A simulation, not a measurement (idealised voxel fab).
The process module that follows is named voxel air gaps.
For reference, the cross-section in this document is cut, with width 245 nm and square cells of 5 nm.
How to read a cross-section here: the picture is a grid of square cells, written as bands going from the top down, and any band can span one or more rows of cells. What a band's entry tells you: where the top is and where the bottom is, as heights in nm, and after that what lies inside, material by material from left to right, each with its width in nm. Empty space is written as the word "empty", and a single material marked with the word "full width" occupies the band from edge to edge. Height is counted from the level 0, under which the received wafer is composed throughout of one material. The lowest of the bands is not closed at the bottom but continues downward, in the notation "0..down". When a width is written as two numbers, as in "30..40", the first number is the width in the top row of cells of the band and the second is the width in its bottom row, and the width changes by the same amount from each row to the next. "left unchanged" -> step changed no cross-section cell. Heads up: "Closed void roster" only lists the empty pockets with no open path to the top that are 8 cells or more, and it writes them as width x height at distance, distance from the left edge, in nm. Text after the settings on a step's line: the simulator's own remark on that step. overlay nm: where the mask lay relative to plan, measured to the right, on steps with a mask; negatives go left. Pairs ahead. Before: cross-section ahead of one process step. After: cross-section once the step is done, shown to the lowest changed band only. Under each pair: that step, with settings. Caution: pairs may come from different runs of this module on the same starting wafer; a pair follows the pair above only where its "Before-step section" entry says so.
Before-step section:
- 0..down: Si full width
- Closed void roster: none
After:
- 10..0: SiO2 full width
- Below 0 it's all the same as before, nothing changed down there.
- Closed void roster: none
Between the two cross-sections shown above lies CONFORMAL_DEP, material SiO2, thk nm 10
Before-step section: after-step cross-section of the pair just above applies.
After:
- 15..10: SiN full width
- Below 10 it's all the same as before, nothing changed down there.
- Closed void roster: none
Between the two cross-sections shown above lies CONFORMAL_DEP, material SiN, thk nm 5
Before-step section: after-step cross-section of the pair just above applies.
After:
- 50..15: lowk full width
- Below 15 it's all the same as before, nothing changed down there.
- Closed void roster: none
Between the two cross-sections shown above lies DIRECTIONAL_DEP, material lowk, thk nm 35
Before-step section: after-step cross-section of the pair just above applies.
After:
- 60..50: aC full width
- Below 50 it's all the same as before, nothing changed down there.
- Closed void roster: none
Between the two cross-sections shown above lies DIRECTIONAL_DEP, material aC, thk nm 10
Before-step section: after-step cross-section of the pair just above applies.
After:
- 85..60: resist 60, then empty 20, then resist 30, then empty 20, then resist 30, then empty 20, then resist 65
- Below 60 it's all the same as before, nothing changed down there.
- Closed void roster: none
Between the two cross-sections shown above lies PATTERN, tone open, mask id LINES, material resist, width nm 20, pitch nm 50, thk nm 25, overlay nm 0
Before-step section: after-step cross-section of the pair just above applies.
After:
- 75..60: resist 60, then empty 20, then resist 30, then empty 20, then resist 30, then empty 20, then resist 65
- 60..50: aC 60, then empty 20, then aC 30, then empty 20, then aC 30, then empty 20, then aC 65
- Below 50 it's all the same as before, nothing changed down there.
- Closed void roster: none
Between the two cross-sections shown above lies DIRECTIONAL_ETCH, etch materials aC, depth nm 10
Before-step section: after-step cross-section of the pair just above applies.
After:
- 60..50: aC 60, then empty 20, then aC 30, then empty 20, then aC 30, then empty 20, then aC 65
- Below 50 it's all the same as before, nothing changed down there.
- Closed void roster: none
Between the two cross-sections shown above lies STRIP, etch materials resist
Before-step section: after-step cross-section of the pair just above applies.
After:
- 60..50: aC 60, then empty 20, then aC 30, then empty 20, then aC 30, then empty 20, then aC 65
- 50..15: lowk 60, then empty 20, then lowk 30, then empty 20, then lowk 30, then empty 20, then lowk 65
- Below 15 it's all the same as before, nothing changed down there.
- Closed void roster: none
Between the two cross-sections shown above lies DIRECTIONAL_ETCH, etch materials lowk, depth nm 35
Before-step section: after-step cross-section of the pair just above applies.
After:
- 50..15: lowk 60, then empty 20, then lowk 30, then empty 20, then lowk 30, then empty 20, then lowk 65
- Below 15 it's all the same as before, nothing changed down there.
- Closed void roster: none
Between the two cross-sections shown above lies STRIP, etch materials aC
Before-step section: after-step cross-section of the pair just above applies.
After:
- 55..50: TiN 65, then empty 10, then TiN 40, then empty 10, then TiN 40, then empty 10, then TiN 70
- 50..20: lowk 60, then TiN 5, then empty 10, then TiN 5, then lowk 30, then TiN 5, then empty 10, then TiN 5, then lowk 30, then TiN 5, then empty 10, then TiN 5, then lowk 65
- 20..15: lowk 60, then TiN 20, then lowk 30, then TiN 20, then lowk 30, then TiN 20, then lowk 65
- Below 15 it's all the same as before, nothing changed down there.
- Closed void roster: none
Between the two cross-sections shown above lies CONFORMAL_DEP, material TiN, thk nm 5
Before-step section: after-step cross-section of the pair just above applies.
After:
- 60..55: Ru full width
- 55..50: TiN 65, then Ru 10, then TiN 40, then Ru 10, then TiN 40, then Ru 10, then TiN 70
- 50..20: lowk 60, then TiN 5, then Ru 10, then TiN 5, then lowk 30, then TiN 5, then Ru 10, then TiN 5, then lowk 30, then TiN 5, then Ru 10, then TiN 5, then lowk 65
- Below 20 it's all the same as before, nothing changed down there.
- Closed void roster: none
Between the two cross-sections shown above lies FILL_DEP, material Ru, thk nm 5
Before-step section: after-step cross-section of the pair just above applies.
After:
- 50..20: lowk 60, then TiN 5, then Ru 10, then TiN 5, then lowk 30, then TiN 5, then Ru 10, then TiN 5, then lowk 30, then TiN 5, then Ru 10, then TiN 5, then lowk 65
- Below 20 it's all the same as before, nothing changed down there.
- Closed void roster: none
Between the two cross-sections shown above lies CMP, height nm 50
Before-step section: after-step cross-section of the pair just above applies.
After:
- 60..50: empty 50, then Ru 40, then empty 10, then Ru 40, then empty 10, then Ru 40, then empty 55
- Below 50 it's all the same as before, nothing changed down there.
- Closed void roster: none
Between the two cross-sections shown above lies EPI, material Ru, thk nm 10
Before-step section: after-step cross-section of the pair just above applies.
After:
- 60..50: empty 50, then Ru 40, then empty 10, then Ru 40, then empty 10, then Ru 40, then empty 55
- 50..20: empty 60, then TiN 5, then Ru 10, then TiN 5, then empty 30, then TiN 5, then Ru 10, then TiN 5, then empty 30, then TiN 5, then Ru 10, then TiN 5, then empty 65
- 20..15: empty 60, then TiN 20, then empty 30, then TiN 20, then empty 30, then TiN 20, then empty 65
- Below 15 it's all the same as before, nothing changed down there.
- Closed void roster: none
Between the two cross-sections shown above lies SELECTIVE_ETCH, etch materials lowk, depth nm 45
Before-step section: after-step cross-section of the pair just above applies.
After:
- 65..60: empty 45, then SiCN 150, then empty 50
- 60..50: empty 45, then SiCN 5, then Ru 40, then SiCN 10, then Ru 40, then SiCN 10, then Ru 40, then SiCN 5, then empty 50
- 50..45: empty 45, then SiCN 15, then TiN 5, then Ru 10, then TiN 5, then SiCN 30, then TiN 5, then Ru 10, then TiN 5, then SiCN 30, then TiN 5, then Ru 10, then TiN 5, then SiCN 15, then empty 50
- 45..20: empty 55, then SiCN 5, then TiN 5, then Ru 10, then TiN 5, then SiCN 5, then empty 20, then SiCN 5, then TiN 5, then Ru 10, then TiN 5, then SiCN 5, then empty 20, then SiCN 5, then TiN 5, then Ru 10, then TiN 5, then SiCN 5, then empty 60
- 20..15: SiCN 60, then TiN 20, then SiCN 30, then TiN 20, then SiCN 30, then TiN 20, then SiCN 65
- Below 15 it's all the same as before, nothing changed down there.
- Closed void roster: 20 x 25 at 85; 20 x 25 at 135
Between the two cross-sections shown above lies CONFORMAL_DEP, material SiCN, thk nm 5
Before-step section:
- 60..50: empty 50, then Ru 40, then empty 10, then Ru 40, then empty 10, then Ru 40, then empty 55
- 50..20: lowk 60, then TiN 5, then Ru 10, then TiN 5, then lowk 30, then TiN 5, then Ru 10, then TiN 5, then lowk 30, then TiN 5, then Ru 10, then TiN 5, then lowk 65
- 20..15: lowk 60, then TiN 20, then lowk 30, then TiN 20, then lowk 30, then TiN 20, then lowk 65
- 15..10: SiN full width
- 10..0: SiO2 full width
- 0..down: Si full width
- Closed void roster: none
After:
- 70..50: empty 40, then Ru 160, then empty 45
- Below 50 it's all the same as before, nothing changed down there.
- Closed void roster: none
Between the two cross-sections shown above lies EPI, material Ru, thk nm 10
Before-step section: after-step cross-section of the pair just above applies.
After:
- 70..50: empty 40, then Ru 160, then empty 45
- 50..20: empty 60, then TiN 5, then Ru 10, then TiN 5, then lowk 30, then TiN 5, then Ru 10, then TiN 5, then lowk 30, then TiN 5, then Ru 10, then TiN 5, then empty 65
- 20..15: empty 60, then TiN 20, then lowk 30, then TiN 20, then lowk 30, then TiN 20, then empty 65
- Below 15 it's all the same as before, nothing changed down there.
- Closed void roster: none
Between the two cross-sections shown above lies SELECTIVE_ETCH, etch materials lowk, depth nm 45
Before-step section: after-step cross-section of the pair just above applies.
After:
- 75..70: empty 35, then SiCN 170, then empty 40
- 70..50: empty 35, then SiCN 5, then Ru 160, then SiCN 5, then empty 40
- 50..45: empty 35, then SiCN 25, then TiN 5, then Ru 10, then TiN 5, then lowk 30, then TiN 5, then Ru 10, then TiN 5, then lowk 30, then TiN 5, then Ru 10, then TiN 5, then SiCN 25, then empty 40
- 45..20: empty 55, then SiCN 5, then TiN 5, then Ru 10, then TiN 5, then lowk 30, then TiN 5, then Ru 10, then TiN 5, then lowk 30, then TiN 5, then Ru 10, then TiN 5, then SiCN 5, then empty 60
- 20..15: SiCN 60, then TiN 20, then lowk 30, then TiN 20, then lowk 30, then TiN 20, then SiCN 65
- Below 15 it's all the same as before, nothing changed down there.
- Closed void roster: none
Between the two cross-sections shown above lies CONFORMAL_DEP, material SiCN, thk nm 5
Before-step section:
- 50..20: lowk 60, then TiN 5, then Ru 10, then TiN 5, then lowk 30, then TiN 5, then Ru 10, then TiN 5, then lowk 30, then TiN 5, then Ru 10, then TiN 5, then lowk 65
- 20..15: lowk 60, then TiN 20, then lowk 30, then TiN 20, then lowk 30, then TiN 20, then lowk 65
- 15..10: SiN full width
- 10..0: SiO2 full width
- 0..down: Si full width
- Closed void roster: none
After:
- 50..20: empty 60, then TiN 5, then Ru 10, then TiN 5, then empty 30, then TiN 5, then Ru 10, then TiN 5, then empty 30, then TiN 5, then Ru 10, then TiN 5, then empty 65
- 20..15: empty 60, then TiN 20, then empty 30, then TiN 20, then empty 30, then TiN 20, then empty 65
- Below 15 it's all the same as before, nothing changed down there.
- Closed void roster: none
Between the two cross-sections shown above lies SELECTIVE_ETCH, etch materials lowk, depth nm 45
Before-step section: after-step cross-section of the pair just above applies.
After:
- 60..50: empty 50, then Ru 40, then empty 10, then Ru 40, then empty 10, then Ru 40, then empty 55
- 50..20: empty 50, then Ru 10, then TiN 5, then Ru 10, then TiN 5, then Ru 10, then empty 10, then Ru 10, then TiN 5, then Ru 10, then TiN 5, then Ru 10, then empty 10, then Ru 10, then TiN 5, then Ru 10, then TiN 5, then Ru 10, then empty 55
- 20..15: empty 50, then Ru 10, then TiN 20, then Ru 10, then empty 10, then Ru 10, then TiN 20, then Ru 10, then empty 10, then Ru 10, then TiN 20, then Ru 10, then empty 55
- Below 15 it's all the same as before, nothing changed down there.
- Closed void roster: none
Between the two cross-sections shown above lies EPI, material Ru, thk nm 10
Before-step section: after-step cross-section of the pair just above applies.
After:
- 65..60: empty 45, then SiCN 150, then empty 50
- 60..50: empty 45, then SiCN 5, then Ru 40, then SiCN 10, then Ru 40, then SiCN 10, then Ru 40, then SiCN 5, then empty 50
- 50..20: empty 45, then SiCN 5, then Ru 10, then TiN 5, then Ru 10, then TiN 5, then Ru 10, then SiCN 10, then Ru 10, then TiN 5, then Ru 10, then TiN 5, then Ru 10, then SiCN 10, then Ru 10, then TiN 5, then Ru 10, then TiN 5, then Ru 10, then SiCN 5, then empty 50
- 20..15: SiCN 50, then Ru 10, then TiN 20, then Ru 10, then SiCN 10, then Ru 10, then TiN 20, then Ru 10, then SiCN 10, then Ru 10, then TiN 20, then Ru 10, then SiCN 55
- Below 15 it's all the same as before, nothing changed down there.
- Closed void roster: none
Between the two cross-sections shown above lies CONFORMAL_DEP, material SiCN, thk nm 5
Before-step section:
- 60..55: Ru full width
- 55..50: TiN 65, then Ru 10, then TiN 40, then Ru 10, then TiN 40, then Ru 10, then TiN 70
- 50..20: lowk 60, then TiN 5, then Ru 10, then TiN 5, then lowk 30, then TiN 5, then Ru 10, then TiN 5, then lowk 30, then TiN 5, then Ru 10, then TiN 5, then lowk 65
- 20..15: lowk 60, then TiN 20, then lowk 30, then TiN 20, then lowk 30, then TiN 20, then lowk 65
- 15..10: SiN full width
- 10..0: SiO2 full width
- 0..down: Si full width
- Closed void roster: none
After:
- 45..20: lowk 60, then TiN 5, then Ru 10, then TiN 5, then lowk 30, then TiN 5, then Ru 10, then TiN 5, then lowk 30, then TiN 5, then Ru 10, then TiN 5, then lowk 65
- Below 20 it's all the same as before, nothing changed down there.
- Closed void roster: none
Between the two cross-sections shown above lies CMP, height nm 45
Before-step section: after-step cross-section of the pair just above applies.
After:
- 55..45: empty 50, then Ru 40, then empty 10, then Ru 40, then empty 10, then Ru 40, then empty 55
- Below 45 it's all the same as before, nothing changed down there.
- Closed void roster: none
Between the two cross-sections shown above lies EPI, material Ru, thk nm 10
Before-step section: after-step cross-section of the pair just above applies.
After:
- 55..45: empty 50, then Ru 40, then empty 10, then Ru 40, then empty 10, then Ru 40, then empty 55
- 45..20: empty 60, then TiN 5, then Ru 10, then TiN 5, then empty 30, then TiN 5, then Ru 10, then TiN 5, then empty 30, then TiN 5, then Ru 10, then TiN 5, then empty 65
- 20..15: empty 60, then TiN 20, then empty 30, then TiN 20, then empty 30, then TiN 20, then empty 65
- Below 15 it's all the same as before, nothing changed down there.
- Closed void roster: none
Between the two cross-sections shown above lies SELECTIVE_ETCH, etch materials lowk, depth nm 45
Before-step section: after-step cross-section of the pair just above applies.
After:
- 60..55: empty 45, then SiCN 150, then empty 50
- 55..45: empty 45, then SiCN 5, then Ru 40, then SiCN 10, then Ru 40, then SiCN 10, then Ru 40, then SiCN 5, then empty 50
- 45..40: empty 45, then SiCN 15, then TiN 5, then Ru 10, then TiN 5, then SiCN 30, then TiN 5, then Ru 10, then TiN 5, then SiCN 30, then TiN 5, then Ru 10, then TiN 5, then SiCN 15, then empty 50
- 40..20: empty 55, then SiCN 5, then TiN 5, then Ru 10, then TiN 5, then SiCN 5, then empty 20, then SiCN 5, then TiN 5, then Ru 10, then TiN 5, then SiCN 5, then empty 20, then SiCN 5, then TiN 5, then Ru 10, then TiN 5, then SiCN 5, then empty 60
- 20..15: SiCN 60, then TiN 20, then SiCN 30, then TiN 20, then SiCN 30, then TiN 20, then SiCN 65
- Below 15 it's all the same as before, nothing changed down there.
- Closed void roster: 20 x 20 at 85; 20 x 20 at 135
Between the two cross-sections shown above lies CONFORMAL_DEP, material SiCN, thk nm 5
Before-step section:
- 60..50: aC full width
- 50..15: lowk full width
- 15..10: SiN full width
- 10..0: SiO2 full width
- 0..down: Si full width
- Closed void roster: none
After:
- 85..60: resist 60, then empty 25, then resist 25, then empty 25, then resist 25, then empty 25, then resist 60
- Below 60 it's all the same as before, nothing changed down there.
- Closed void roster: none
Between the two cross-sections shown above lies PATTERN, tone open, mask id LINES, material resist, width nm 25, pitch nm 50, thk nm 25, overlay nm 0
Before-step section: after-step cross-section of the pair just above applies.
After:
- 75..60: resist 60, then empty 25, then resist 25, then empty 25, then resist 25, then empty 25, then resist 60
- 60..50: aC 60, then empty 25, then aC 25, then empty 25, then aC 25, then empty 25, then aC 60
- Below 50 it's all the same as before, nothing changed down there.
- Closed void roster: none
Between the two cross-sections shown above lies DIRECTIONAL_ETCH, etch materials aC, depth nm 10
Before-step section: after-step cross-section of the pair just above applies.
After:
- 60..50: aC 60, then empty 25, then aC 25, then empty 25, then aC 25, then empty 25, then aC 60
- Below 50 it's all the same as before, nothing changed down there.
- Closed void roster: none
Between the two cross-sections shown above lies STRIP, etch materials resist
Before-step section: after-step cross-section of the pair just above applies.
After:
- 60..50: aC 60, then empty 25, then aC 25, then empty 25, then aC 25, then empty 25, then aC 60
- 50..15: lowk 60, then empty 25, then lowk 25, then empty 25, then lowk 25, then empty 25, then lowk 60
- Below 15 it's all the same as before, nothing changed down there.
- Closed void roster: none
Between the two cross-sections shown above lies DIRECTIONAL_ETCH, etch materials lowk, depth nm 35
Before-step section: after-step cross-section of the pair just above applies.
After:
- 50..15: lowk 60, then empty 25, then lowk 25, then empty 25, then lowk 25, then empty 25, then lowk 60
- Below 15 it's all the same as before, nothing changed down there.
- Closed void roster: none
Between the two cross-sections shown above lies STRIP, etch materials aC
Before-step section: after-step cross-section of the pair just above applies.
After:
- 55..50: TiN 65, then empty 15, then TiN 35, then empty 15, then TiN 35, then empty 15, then TiN 65
- 50..20: lowk 60, then TiN 5, then empty 15, then TiN 5, then lowk 25, then TiN 5, then empty 15, then TiN 5, then lowk 25, then TiN 5, then empty 15, then TiN 5, then lowk 60
- 20..15: lowk 60, then TiN 25, then lowk 25, then TiN 25, then lowk 25, then TiN 25, then lowk 60
- Below 15 it's all the same as before, nothing changed down there.
- Closed void roster: none
Between the two cross-sections shown above lies CONFORMAL_DEP, material TiN, thk nm 5
Before-step section: after-step cross-section of the pair just above applies.
After:
- 60..55: Ru full width
- 55..50: TiN 65, then Ru 15, then TiN 35, then Ru 15, then TiN 35, then Ru 15, then TiN 65
- 50..20: lowk 60, then TiN 5, then Ru 15, then TiN 5, then lowk 25, then TiN 5, then Ru 15, then TiN 5, then lowk 25, then TiN 5, then Ru 15, then TiN 5, then lowk 60
- Below 20 it's all the same as before, nothing changed down there.
- Closed void roster: none
Between the two cross-sections shown above lies FILL_DEP, material Ru, thk nm 5
Before-step section: after-step cross-section of the pair just above applies.
After:
- 50..20: lowk 60, then TiN 5, then Ru 15, then TiN 5, then lowk 25, then TiN 5, then Ru 15, then TiN 5, then lowk 25, then TiN 5, then Ru 15, then TiN 5, then lowk 60
- Below 20 it's all the same as before, nothing changed down there.
- Closed void roster: none
Between the two cross-sections shown above lies CMP, height nm 50
Before-step section: after-step cross-section of the pair just above applies.
After:
- 60..50: empty 50, then Ru 45, then empty 5, then Ru 45, then empty 5, then Ru 45, then empty 50
- Below 50 it's all the same as before, nothing changed down there.
- Closed void roster: none
Between the two cross-sections shown above lies EPI, material Ru, thk nm 10
Before-step section: after-step cross-section of the pair just above applies.
After:
- 60..50: empty 50, then Ru 45, then empty 5, then Ru 45, then empty 5, then Ru 45, then empty 50
- 50..20: empty 60, then TiN 5, then Ru 15, then TiN 5, then empty 25, then TiN 5, then Ru 15, then TiN 5, then empty 25, then TiN 5, then Ru 15, then TiN 5, then empty 60
- 20..15: empty 60, then TiN 25, then empty 25, then TiN 25, then empty 25, then TiN 25, then empty 60
- Below 15 it's all the same as before, nothing changed down there.
- Closed void roster: none
Between the two cross-sections shown above lies SELECTIVE_ETCH, etch materials lowk, depth nm 45
Before-step section: after-step cross-section of the pair just above applies.
After:
- 65..60: empty 45, then SiCN 155, then empty 45
- 60..50: empty 45, then SiCN 5, then Ru 45, then SiCN 5, then Ru 45, then SiCN 5, then Ru 45, then SiCN 5, then empty 45
- 50..45: empty 45, then SiCN 15, then TiN 5, then Ru 15, then TiN 5, then SiCN 25, then TiN 5, then Ru 15, then TiN 5, then SiCN 25, then TiN 5, then Ru 15, then TiN 5, then SiCN 15, then empty 45
- 45..20: empty 55, then SiCN 5, then TiN 5, then Ru 15, then TiN 5, then SiCN 5, then empty 15, then SiCN 5, then TiN 5, then Ru 15, then TiN 5, then SiCN 5, then empty 15, then SiCN 5, then TiN 5, then Ru 15, then TiN 5, then SiCN 5, then empty 55
- 20..15: SiCN 60, then TiN 25, then SiCN 25, then TiN 25, then SiCN 25, then TiN 25, then SiCN 60
- Below 15 it's all the same as before, nothing changed down there.
- Closed void roster: 15 x 25 at 90; 15 x 25 at 140
Between the two cross-sections shown above lies CONFORMAL_DEP, material SiCN, thk nm 5
Before-step section:
- 60..50: aC full width
- 50..15: lowk full width
- 15..10: SiN full width
- 10..0: SiO2 full width
- 0..down: Si full width
- Closed void roster: none
After:
- 85..60: resist 65, then empty 20, then resist 30, then empty 20, then resist 30, then empty 20, then resist 60
- Below 60 it's all the same as before, nothing changed down there.
- Closed void roster: none
Between the two cross-sections shown above lies PATTERN, tone open, mask id LINES, material resist, width nm 20, pitch nm 50, thk nm 25, overlay nm 5
Before-step section: after-step cross-section of the pair just above applies.
After:
- 75..60: resist 65, then empty 20, then resist 30, then empty 20, then resist 30, then empty 20, then resist 60
- 60..50: aC 65, then empty 20, then aC 30, then empty 20, then aC 30, then empty 20, then aC 60
- Below 50 it's all the same as before, nothing changed down there.
- Closed void roster: none
Between the two cross-sections shown above lies DIRECTIONAL_ETCH, etch materials aC, depth nm 10
Before-step section: after-step cross-section of the pair just above applies.
After:
- 60..50: aC 65, then empty 20, then aC 30, then empty 20, then aC 30, then empty 20, then aC 60
- Below 50 it's all the same as before, nothing changed down there.
- Closed void roster: none
Between the two cross-sections shown above lies STRIP, etch materials resist
Before-step section: after-step cross-section of the pair just above applies.
After:
- 60..50: aC 65, then empty 20, then aC 30, then empty 20, then aC 30, then empty 20, then aC 60
- 50..15: lowk 65, then empty 20, then lowk 30, then empty 20, then lowk 30, then empty 20, then lowk 60
- Below 15 it's all the same as before, nothing changed down there.
- Closed void roster: none
Between the two cross-sections shown above lies DIRECTIONAL_ETCH, etch materials lowk, depth nm 35
Before-step section: after-step cross-section of the pair just above applies.
After:
- 50..15: lowk 65, then empty 20, then lowk 30, then empty 20, then lowk 30, then empty 20, then lowk 60
- Below 15 it's all the same as before, nothing changed down there.
- Closed void roster: none
Between the two cross-sections shown above lies STRIP, etch materials aC
Before-step section: after-step cross-section of the pair just above applies.
After:
- 55..50: TiN 70, then empty 10, then TiN 40, then empty 10, then TiN 40, then empty 10, then TiN 65
- 50..20: lowk 65, then TiN 5, then empty 10, then TiN 5, then lowk 30, then TiN 5, then empty 10, then TiN 5, then lowk 30, then TiN 5, then empty 10, then TiN 5, then lowk 60
- 20..15: lowk 65, then TiN 20, then lowk 30, then TiN 20, then lowk 30, then TiN 20, then lowk 60
- Below 15 it's all the same as before, nothing changed down there.
- Closed void roster: none
Between the two cross-sections shown above lies CONFORMAL_DEP, material TiN, thk nm 5
Before-step section: after-step cross-section of the pair just above applies.
After:
- 60..55: Ru full width
- 55..50: TiN 70, then Ru 10, then TiN 40, then Ru 10, then TiN 40, then Ru 10, then TiN 65
- 50..20: lowk 65, then TiN 5, then Ru 10, then TiN 5, then lowk 30, then TiN 5, then Ru 10, then TiN 5, then lowk 30, then TiN 5, then Ru 10, then TiN 5, then lowk 60
- Below 20 it's all the same as before, nothing changed down there.
- Closed void roster: none
Between the two cross-sections shown above lies FILL_DEP, material Ru, thk nm 5
Before-step section: after-step cross-section of the pair just above applies.
After:
- 50..20: lowk 65, then TiN 5, then Ru 10, then TiN 5, then lowk 30, then TiN 5, then Ru 10, then TiN 5, then lowk 30, then TiN 5, then Ru 10, then TiN 5, then lowk 60
- Below 20 it's all the same as before, nothing changed down there.
- Closed void roster: none
Between the two cross-sections shown above lies CMP, height nm 50
Before-step section: after-step cross-section of the pair just above applies.
After:
- 60..50: empty 55, then Ru 40, then empty 10, then Ru 40, then empty 10, then Ru 40, then empty 50
- Below 50 it's all the same as before, nothing changed down there.
- Closed void roster: none
Between the two cross-sections shown above lies EPI, material Ru, thk nm 10
Before-step section: after-step cross-section of the pair just above applies.
After:
- 60..50: empty 55, then Ru 40, then empty 10, then Ru 40, then empty 10, then Ru 40, then empty 50
- 50..20: empty 65, then TiN 5, then Ru 10, then TiN 5, then empty 30, then TiN 5, then Ru 10, then TiN 5, then empty 30, then TiN 5, then Ru 10, then TiN 5, then empty 60
- 20..15: empty 65, then TiN 20, then empty 30, then TiN 20, then empty 30, then TiN 20, then empty 60
- Below 15 it's all the same as before, nothing changed down there.
- Closed void roster: none
Between the two cross-sections shown above lies SELECTIVE_ETCH, etch materials lowk, depth nm 45
Before-step section: after-step cross-section of the pair just above applies.
After:
- 65..60: empty 50, then SiCN 150, then empty 45
- 60..50: empty 50, then SiCN 5, then Ru 40, then SiCN 10, then Ru 40, then SiCN 10, then Ru 40, then SiCN 5, then empty 45
- 50..45: empty 50, then SiCN 15, then TiN 5, then Ru 10, then TiN 5, then SiCN 30, then TiN 5, then Ru 10, then TiN 5, then SiCN 30, then TiN 5, then Ru 10, then TiN 5, then SiCN 15, then empty 45
- 45..20: empty 60, then SiCN 5, then TiN 5, then Ru 10, then TiN 5, then SiCN 5, then empty 20, then SiCN 5, then TiN 5, then Ru 10, then TiN 5, then SiCN 5, then empty 20, then SiCN 5, then TiN 5, then Ru 10, then TiN 5, then SiCN 5, then empty 55
- 20..15: SiCN 65, then TiN 20, then SiCN 30, then TiN 20, then SiCN 30, then TiN 20, then SiCN 60
- Below 15 it's all the same as before, nothing changed down there.
- Closed void roster: 20 x 25 at 90; 20 x 25 at 140
Between the two cross-sections shown above lies CONFORMAL_DEP, material SiCN, thk nm 5
Before-step section:
- 60..50: empty 50, then Ru 40, then empty 10, then Ru 40, then empty 10, then Ru 40, then empty 55
- 50..20: empty 60, then TiN 5, then Ru 10, then TiN 5, then empty 30, then TiN 5, then Ru 10, then TiN 5, then empty 30, then TiN 5, then Ru 10, then TiN 5, then empty 65
- 20..15: empty 60, then TiN 20, then empty 30, then TiN 20, then empty 30, then TiN 20, then empty 65
- 15..10: SiN full width
- 10..0: SiO2 full width
- 0..down: Si full width
- Closed void roster: none
After:
- 65..60: empty 45, then TiN 150, then empty 50
- 60..50: empty 45, then TiN 5, then Ru 40, then TiN 10, then Ru 40, then TiN 10, then Ru 40, then TiN 5, then empty 50
- 50..45: empty 45, then TiN 20, then Ru 10, then TiN 40, then Ru 10, then TiN 40, then Ru 10, then TiN 20, then empty 50
- 45..20: empty 55, then TiN 10, then Ru 10, then TiN 10, then empty 20, then TiN 10, then Ru 10, then TiN 10, then empty 20, then TiN 10, then Ru 10, then TiN 10, then empty 60
- 20..15: TiN full width
- Below 15 it's all the same as before, nothing changed down there.
- Closed void roster: 20 x 25 at 85; 20 x 25 at 135
Between the two cross-sections shown above lies CONFORMAL_DEP, material TiN, thk nm 5
Before-step section:
- 60..50: aC full width
- 50..15: lowk full width
- 15..10: SiN full width
- 10..0: SiO2 full width
- 0..down: Si full width
- Closed void roster: none
After:
- 85..60: empty 60, then resist 20, then empty 30, then resist 20, then empty 30, then resist 20, then empty 65
- Below 60 it's all the same as before, nothing changed down there.
- Closed void roster: none
Between the two cross-sections shown above lies PATTERN, tone cover, mask id LINES, material resist, width nm 20, pitch nm 50, thk nm 25, overlay nm 0
Before-step section: after-step cross-section of the pair just above applies.
After:
- 75..60: empty 60, then resist 20, then empty 30, then resist 20, then empty 30, then resist 20, then empty 65
- 60..50: empty 60, then aC 20, then empty 30, then aC 20, then empty 30, then aC 20, then empty 65
- Below 50 it's all the same as before, nothing changed down there.
- Closed void roster: none
Between the two cross-sections shown above lies DIRECTIONAL_ETCH, etch materials aC, depth nm 10
Before-step section: after-step cross-section of the pair just above applies.
After:
- 60..50: empty 60, then aC 20, then empty 30, then aC 20, then empty 30, then aC 20, then empty 65
- Below 50 it's all the same as before, nothing changed down there.
- Closed void roster: none
Between the two cross-sections shown above lies STRIP, etch materials resist
Before-step section: after-step cross-section of the pair just above applies.
After:
- 60..50: empty 60, then aC 20, then empty 30, then aC 20, then empty 30, then aC 20, then empty 65
- 50..15: empty 60, then lowk 20, then empty 30, then lowk 20, then empty 30, then lowk 20, then empty 65
- Below 15 it's all the same as before, nothing changed down there.
- Closed void roster: none
Between the two cross-sections shown above lies DIRECTIONAL_ETCH, etch materials lowk, depth nm 35
Before-step section: after-step cross-section of the pair just above applies.
After:
- 50..15: empty 60, then lowk 20, then empty 30, then lowk 20, then empty 30, then lowk 20, then empty 65
- Below 15 it's all the same as before, nothing changed down there.
- Closed void roster: none
Between the two cross-sections shown above lies STRIP, etch materials aC
Before-step section: after-step cross-section of the pair just above applies.
After:
- 55..50: empty 55, then TiN 30, then empty 20, then TiN 30, then empty 20, then TiN 30, then empty 60
- 50..20: empty 55, then TiN 5, then lowk 20, then TiN 5, then empty 20, then TiN 5, then lowk 20, then TiN 5, then empty 20, then TiN 5, then lowk 20, then TiN 5, then empty 60
- 20..15: TiN 60, then lowk 20, then TiN 30, then lowk 20, then TiN 30, then lowk 20, then TiN 65
- Below 15 it's all the same as before, nothing changed down there.
- Closed void roster: none
Between the two cross-sections shown above lies CONFORMAL_DEP, material TiN, thk nm 5
Before-step section: after-step cross-section of the pair just above applies.
After:
- 60..55: Ru full width
- 55..50: Ru 55, then TiN 30, then Ru 20, then TiN 30, then Ru 20, then TiN 30, then Ru 60
- 50..20: Ru 55, then TiN 5, then lowk 20, then TiN 5, then Ru 20, then TiN 5, then lowk 20, then TiN 5, then Ru 20, then TiN 5, then lowk 20, then TiN 5, then Ru 60
- Below 20 it's all the same as before, nothing changed down there.
- Closed void roster: none
Between the two cross-sections shown above lies FILL_DEP, material Ru, thk nm 5
Before-step section: after-step cross-section of the pair just above applies.
After:
- 50..20: Ru 55, then TiN 5, then lowk 20, then TiN 5, then Ru 20, then TiN 5, then lowk 20, then TiN 5, then Ru 20, then TiN 5, then lowk 20, then TiN 5, then Ru 60
- Below 20 it's all the same as before, nothing changed down there.
- Closed void roster: none
Between the two cross-sections shown above lies CMP, height nm 50
Before-step section: after-step cross-section of the pair just above applies.
After:
- 60..50: Ru full width
- Below 50 it's all the same as before, nothing changed down there.
- Closed void roster: none
Between the two cross-sections shown above lies EPI, material Ru, thk nm 10
Before-step section: after-step cross-section of the pair just above applies.
After:
- 65..60: SiCN full width
- Below 60 it's all the same as before, nothing changed down there.
- Closed void roster: none
Between the two cross-sections shown above lies CONFORMAL_DEP, material SiCN, thk nm 5
